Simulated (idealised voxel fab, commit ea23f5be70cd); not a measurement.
You're looking at the process module voxel self aligned vias.
We display cut, a cross-section 240 nm in width whose square cells are each 5 nm.
When this document writes out a cross-section, it uses a grid of square cells and lists it as bands, beginning at the top and moving down, with a band standing for one or more rows of cells. Band: top height; bottom height; in nm. Then, left to right: material with width in nm, for each material. "everywhere": a single material spanning edge to edge. "empty": empty space. Heights are expressed relative to 0, this being the level below which the as-received wafer comprises one material exclusively. The lowest band is unbounded in the downward direction and is denoted as in "0 -> down". The two numbers in a width such as "30 to 40" mark its ends across the band: the first belongs to the top row of cells, the second to the bottom row, and from each row to the next the width moves by the same amount. Reading "identical to before" for a step: not a cell of the cross-section changed in it. Reported under the label "Unvented cavities" are the empty spaces having no open way to the top and comprising 8 cells or more; the notation for each is width x height at distance, in which the distance is measured from the left edge and all three values are in nm. Past the settings on a step's line: simulator remark, on that step. What "overlay nm" on a step's line means: if the step has a mask, that mask lay this far to the right of its planned place, or, when the value is negative, to the left.
## This section lists the process steps that were planned
1 RECEIVE,material Si
2 CONFORMAL_DEP,material SiO2,thk nm 15
3 CONFORMAL_DEP,material SiCN,thk nm 5
4 DIRECTIONAL_DEP,material lowk,thk nm 25
5 DIRECTIONAL_DEP,material aC,thk nm 15
6 PATTERN,tone open,mask id LINES,material resist,width nm 25,pitch nm 65,thk nm 35,overlay nm 0
7 DIRECTIONAL_ETCH,etch materials aC,depth nm 15
8 STRIP,etch materials resist
9 DIRECTIONAL_ETCH,etch materials lowk,depth nm 25
10 STRIP,etch materials aC
11 CONFORMAL_DEP,material TiN,thk nm 5
12 FILL_DEP,material W,thk nm 5
13 CMP,height nm 45
14 SELECTIVE_ETCH,etch materials W Ru TiN,depth nm 10
15 FILL_DEP,material SiN,thk nm 5
16 CMP,height nm 45
17 DIRECTIONAL_DEP,material lowk,thk nm 15
18 MASKED_ETCH,tone open,mask id VIAS,width nm 35,pitch nm 130,etch materials lowk,depth nm 15,overlay nm 0
19 MASKED_ETCH,tone open,mask id VIAS,width nm 35,pitch nm 130,etch materials SiN,depth nm 10,overlay nm 0
20 CONFORMAL_DEP,material TiN,thk nm 5
21 FILL_DEP,material Cu,thk nm 5
22 CMP,height nm 60
23 CONFORMAL_DEP,material SiCN,thk nm 5
## As received (post step 1): cross-section
* 0 -> down: Si everywhere
* Unvented cavities: none
## Starting wafer: above. Plan: above. Run: one mistake. Cross-section after the module: below
* 65 -> 60: SiCN everywhere
* 60 -> 50: lowk 35 nm | TiN 5 nm | Cu 25 nm | TiN 5 nm | lowk 95 nm | TiN 5 nm | Cu 25 nm | TiN 5 nm | lowk 40 nm
* 50 -> 45: lowk 35 nm | TiN 10 nm | Cu 10 nm | TiN 15 nm | lowk 95 nm | TiN 10 nm | Cu 10 nm | TiN 15 nm | lowk 40 nm
* 45 -> 40: lowk 40 nm | TiN 5 nm | Cu 10 nm | TiN 5 nm | SiN 5 nm | lowk 40 nm | SiN 25 nm | lowk 40 nm | TiN 5 nm | Cu 10 nm | TiN 5 nm | SiN 5 nm | lowk 45 nm
* 40 -> 35: lowk 40 nm | TiN 20 nm | SiN 5 nm | lowk 40 nm | SiN 25 nm | lowk 40 nm | TiN 20 nm | SiN 5 nm | lowk 45 nm
* 35 -> 25: lowk 40 nm | TiN 5 nm | W 15 nm | TiN 5 nm | lowk 40 nm | TiN 5 nm | W 15 nm | TiN 5 nm | lowk 40 nm | TiN 5 nm | W 15 nm | TiN 5 nm | lowk 45 nm
* 25 -> 20: lowk 40 nm | TiN 25 nm | lowk 40 nm | TiN 25 nm | lowk 40 nm | TiN 25 nm | lowk 45 nm
* 20 -> 15: SiCN everywhere
* 15 -> 0: SiO2 everywhere
* 0 -> down: Si everywhere
* Unvented cavities: none
Plan not followed: note that step 19 departed from the planned setting and was carried out as MASKED_ETCH,tone open,mask id VIAS,width nm 35,pitch nm 130,etch materials SiN,depth nm 10,overlay nm -10
